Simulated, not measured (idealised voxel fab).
process module | voxel self aligned contacts
cross-section cut | 205 nm wide | cells 5 nm
A cross-section is a grid of square cells, given in bands from the top down. A band is one or more rows of cells.
Each band's line starts with the height of the band's top and of its bottom, in nm. Then come its materials from left to right, each with its width in nm. One material with "throughout" fills the band from edge to edge. "air" is empty space.
Height 0 is the level under which the wafer as received is all one material. The lowest band goes on downwards, as in "0 down".
A width such as "30 to 40" changes by the same amount from each row of cells to the next, from the band's top row to its bottom row.
"no change" after a step means that no cell of the cross-section changed.
closed voids: empty space of 8 cells or more with no open way to the top, each as width x height at its distance from the left edge, in nm
after a step's settings: what the simulator itself notes on the step
overlay nm, on a step with a mask: how far to the right of its planned place the mask lay; to the left if negative
plan
1 op RECEIVE | material Si
2 op CONFORMAL_DEP | material SiO2 | thk nm 5
3 op DIRECTIONAL_DEP | material polySi | thk nm 20
4 op DIRECTIONAL_DEP | material SiN | thk nm 20
5 op MASKED_ETCH | tone cover | mask id GATE | width nm 35 | pitch nm 70 | etch materials SiN | depth nm 10 | overlay nm 0
6 op MASKED_ETCH | tone cover | mask id GATE | width nm 35 | pitch nm 70 | etch materials polySi | depth nm 20 | overlay nm 0
7 op CONFORMAL_DEP | material SiN | thk nm 10
8 op DIRECTIONAL_ETCH | etch materials SiN | depth nm 10
9 op FILL_DEP | material SiO2 | thk nm 10
10 op CMP | height nm 50
11 op PATTERN | tone open | mask id CONTACT | material resist | width nm 45 | pitch nm 70 | thk nm 20 | overlay nm 0
12 op DIRECTIONAL_ETCH | etch materials SiO2 | depth nm 50
13 op STRIP | etch materials resist
14 op CONFORMAL_DEP | material TiN | thk nm 5
15 op FILL_DEP | material Ru | thk nm 10
16 op CMP | height nm 50
17 op CONFORMAL_DEP | material SiCN | thk nm 5
varied across the wafers: depth nm of step 5. The plan shows the first wafer's value. All wafers start alike
first wafer as received, after step 1
  0 down: Si throughout
  closed voids: none
each wafer at the end: cells of each material gained (+) or lost (-) since it was received, then its closed voids
depth nm 10 | +4 Ru | +41 SiCN | +148 SiN | +68 SiO2 | +26 TiN | +164 polySi | closed voids: none
depth nm 15 | +6 Ru | +41 SiCN | +140 SiN | +70 SiO2 | +30 TiN | +164 polySi | closed voids: none
depth nm 20 | +18 Ru | +41 SiCN | +180 SiN | +74 SiO2 | +54 TiN | +84 polySi | closed voids: none
depth nm 25 | +18 Ru | +41 SiCN | +180 SiN | +74 SiO2 | +54 TiN | +84 polySi | closed voids: none
depth nm 30 | +18 Ru | +41 SiCN | +180 SiN | +74 SiO2 | +54 TiN | +84 polySi | closed voids: none
depth nm 35 | +18 Ru | +41 SiCN | +180 SiN | +74 SiO2 | +54 TiN | +84 polySi | closed voids: none
